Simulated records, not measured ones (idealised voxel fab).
Herein follows the process module entitled voxel self aligned vias.
Displayed cross-section: cut, width of 225 nm, square cells sized 5 nm.
Cross-section = grid of square cells, listed top down in bands; band = one or more rows. Basically the band line says how high the top is and how high the bottom is, in nm, and then what's in it from left to right, every material with its width in nm. Empty space shows up as "air", and if a single material carries "full width" it runs the full band edge to edge. Beneath 0, the wafer as received is one material, and that level is where height counting begins. The lowest band goes on downward without a bottom; it is written like "top 0, no bottom". Width "30 to 40": first value at the band's top row of cells, second value at its bottom row, equal change from row to row. Where the words "no alteration" appear for a step, the cross-section shows no cell changed by that step; every cell remained as before. So "Trapped cavities" is basically the list of trapped voids: any empty space of 8 cells or more that can't reach the top through an opening. They're written width x height at distance, the distance being from the left edge, and it's all nm. after a step's settings: what the simulator itself notes on the step. The optional step-line setting "overlay nm" applies to steps with a mask and quantifies how far to the right of its planned location the mask lay, a negative value indicating leftward placement.
Steps planned for the process
1: RECEIVE | material Si
2: CONFORMAL_DEP | material SiO2 | thk nm 15
3: CONFORMAL_DEP | material SiCN | thk nm 5
4: DIRECTIONAL_DEP | material SiO2 | thk nm 20
5: DIRECTIONAL_DEP | material aC | thk nm 15
6: PATTERN | tone open | mask id LINES | material resist | width nm 20 | pitch nm 50 | thk nm 35 | overlay nm 0
7: DIRECTIONAL_ETCH | etch materials aC | depth nm 15
8: STRIP | etch materials resist
9: DIRECTIONAL_ETCH | etch materials SiO2 | depth nm 20
10: STRIP | etch materials aC
11: CONFORMAL_DEP | material TiN | thk nm 5
12: FILL_DEP | material W | thk nm 5
13: CMP | height nm 40
14: SELECTIVE_ETCH | etch materials W Ru TiN | depth nm 5
15: FILL_DEP | material SiN | thk nm 5
16: CMP | height nm 40
17: DIRECTIONAL_DEP | material SiO2 | thk nm 15
18: DIRECTIONAL_DEP | material aC | thk nm 15
19: PATTERN | tone open | mask id VIAS | material resist | width nm 30 | pitch nm 50 | thk nm 30 | overlay nm 0
20: DIRECTIONAL_ETCH | etch materials aC | depth nm 15
21: STRIP | etch materials resist
22: DIRECTIONAL_ETCH | etch materials SiO2 | depth nm 15
23: DIRECTIONAL_ETCH | etch materials SiN | depth nm 5
24: STRIP | etch materials aC
25: CONFORMAL_DEP | material TiN | thk nm 5
26: FILL_DEP | material Cu | thk nm 10
27: CMP | height nm 55
28: CONFORMAL_DEP | material SiCN | thk nm 5
The cross-section here shows the wafer as received, i.e. in its state after step 1
> top 0, no bottom = Si full width
> Trapped cavities: none
Cross-sectional result after module completion. Note: starting condition and plan are unchanged from above; one processing mistake was made
> top 60, bottom 55 = SiCN full width
> top 55, bottom 45 = 70 of SiO2  5 of TiN  20 of Cu  5 of TiN  20 of SiO2  5 of TiN  20 of Cu  5 of TiN  75 of SiO2
> top 45, bottom 40 = 70 of SiO2  10 of TiN  10 of Cu  10 of TiN  20 of SiO2  10 of TiN  10 of Cu  10 of TiN  75 of SiO2
> top 40, bottom 35 = 75 of SiO2  20 of TiN  30 of SiO2  20 of TiN  80 of SiO2
> top 35, bottom 25 = 75 of SiO2  5 of TiN  10 of W  5 of TiN  30 of SiO2  5 of TiN  10 of W  5 of TiN  80 of SiO2
> top 25, bottom 20 = 75 of SiO2  20 of TiN  30 of SiO2  20 of TiN  80 of SiO2
> top 20, bottom 15 = SiCN full width
> top 15, bottom 0 = W full width
> top 0, no bottom = Si full width
> Trapped cavities: none
Heads up, the wafer didn't run the way we planned it: step 2 was not run as planned; what actually ran was CONFORMAL_DEP | material W | thk nm 15
